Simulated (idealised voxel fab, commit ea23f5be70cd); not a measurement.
Documented hereafter: the process module known as voxel ribs on slabs.
Pictured: cross-section cut, 140 nm wide, on a grid of 5 nm square cells.
Cross-section, as written here: a square-cell grid given band by band from the top down, where a band holds one or more rows of cells. What a band's entry tells you: where the top is and where the bottom is, as heights in nm, and after that what lies inside, material by material from left to right, each with its width in nm. Empty space is written as the word "blank", and a single material marked with the word "everywhere" occupies the band from edge to edge. Beneath 0, the wafer as received is one material, and that level is where height counting begins. The lowest band goes on downward without a bottom; it is written like "top 0, no bottom". A width such as "30..40" changes by the same amount from each row of cells to the next, from the band's top row to its bottom row. "nothing was modified" for a step: no cell of the cross-section changed in that step. The entry titled "Enclosed cavities" provides the empty spaces that have no open way to the top, restricted to those of 8 cells or more. Each is presented as width x height at distance, the distance being measured from the left edge, with all three in nm. Whatever follows a step's settings on its line is a remark the simulator itself makes about that step. overlay nm: how far to the right of its planned place the mask lay on this masked step (negative: to the left).

The planned process steps are enumerated hereunder
1. op RECEIVE | material Si
2. op DIRECTIONAL_DEP | material SiO2 | thk nm 25
3. op DIRECTIONAL_DEP | material polySi | thk nm 25
4. op MASKED_ETCH | tone cover | mask id RIB | width nm 25 | etch materials polySi | depth nm 20 | overlay nm 0
5. op MASKED_ETCH | tone cover | mask id SLAB | width nm 85 | etch materials polySi | depth nm 5 | overlay nm 0
6. op FILL_DEP | material SiO2 | thk nm 15
7. op CMP | height nm 60
8. op DIRECTIONAL_DEP | material TiN | thk nm 10
9. op MASKED_ETCH | tone cover | mask id HEATER | width nm 35 | etch materials TiN | depth nm 10 | overlay nm 0
10. op CONFORMAL_DEP | material SiO2 | thk nm 5

What follows covers the first of two wafers; it ran as planned

Cross-section of the wafer upon arrival, representing the state reached after step 1
	top 0, no bottom: Si everywhere
	Enclosed cavities: none

Presented here is a cross-section of the wafer after step 2 has been performed
	top 25, bottom 0: SiO2 everywhere
	Below a height of 0, the structure has not been altered.

Presented here is a cross-section of the wafer after step 3 has been performed
	top 50, bottom 25: polySi everywhere
	Below a height of 25, the structure has not been altered.

Presented here is a cross-section of the wafer after step 4 has been performed
	top 50, bottom 30: 55 blank | 25 polySi | 60 blank
	Below a height of 30, the structure has not been altered.

Presented here is a cross-section of the wafer after step 5 has been performed
	top 50, bottom 30: 55 blank | 25 polySi | 60 blank
	top 30, bottom 25: 25 blank | 85 polySi | 30 blank
	Below a height of 25, the structure has not been altered.

Presented here is a cross-section of the wafer after step 6 has been performed
	top 65, bottom 50: SiO2 everywhere
	top 50, bottom 30: 55 SiO2 | 25 polySi | 60 SiO2
	top 30, bottom 25: 25 SiO2 | 85 polySi | 30 SiO2
	Below a height of 25, the structure has not been altered.

Presented here is a cross-section of the wafer after step 7 has been performed
	top 60, bottom 50: SiO2 everywhere
	Below a height of 50, the structure has not been altered.

Presented here is a cross-section of the wafer after step 8 has been performed
	top 70, bottom 60: TiN everywhere
	Below a height of 60, the structure has not been altered.

Presented here is a cross-section of the wafer after step 9 has been performed
	top 70, bottom 60: 50 blank | 35 TiN | 55 blank
	Below a height of 60, the structure has not been altered.

Presented here is a cross-section of the wafer after step 10 has been performed
	top 75, bottom 70: 45 blank | 45 SiO2 | 50 blank
	top 70, bottom 65: 45 blank | 5 SiO2 | 35 TiN | 5 SiO2 | 50 blank
	top 65, bottom 60: 50 SiO2 | 35 TiN | 55 SiO2
	Below a height of 60, the structure has not been altered.

Wafer two of the pair: same origin, same plan, one error during the run; identical to wafer one up to and including step 3

Cross-section, second wafer, at the end time the plan gives for step 4
	top 50, bottom 30: 65 blank | 25 polySi | 50 blank
	Below a height of 30, the structure has not been altered.

Cross-section, second wafer, at the end time the plan gives for step 5
	top 50, bottom 30: 65 blank | 25 polySi | 50 blank
	top 30, bottom 25: 25 blank | 85 polySi | 30 blank
	Below a height of 25, the structure has not been altered.

Cross-section, second wafer, at the end time the plan gives for step 6
	top 65, bottom 50: SiO2 everywhere
	top 50, bottom 30: 65 SiO2 | 25 polySi | 50 SiO2
	top 30, bottom 25: 25 SiO2 | 85 polySi | 30 SiO2
	Below a height of 25, the structure has not been altered.

Cross-section, second wafer, at the end time the plan gives for step 7
	top 60, bottom 50: SiO2 everywhere
	Below a height of 50, the structure has not been altered.

Cross-section, second wafer, at the end time the plan gives for step 8
	top 70, bottom 60: TiN everywhere
	Below a height of 60, the structure has not been altered.

Cross-section, second wafer, at the end time the plan gives for step 9
	top 70, bottom 60: 50 blank | 35 TiN | 55 blank
	Below a height of 60, the structure has not been altered.

Cross-section, second wafer, at the end time the plan gives for step 10
	top 75, bottom 70: 45 blank | 45 SiO2 | 50 blank
	top 70, bottom 65: 45 blank | 5 SiO2 | 35 TiN | 5 SiO2 | 50 blank
	top 65, bottom 60: 50 SiO2 | 35 TiN | 55 SiO2
	Below a height of 60, the structure has not been altered.
Here's what went sideways: in deviation from the planned setting, step 4 was conducted as op MASKED_ETCH | tone cover | mask id RIB | width nm 25 | etch materials polySi | depth nm 20 | overlay nm 10
Upon completion, the cell count for each material on the second wafer equals that on the first, whereas the spatial distribution of those cells differs.
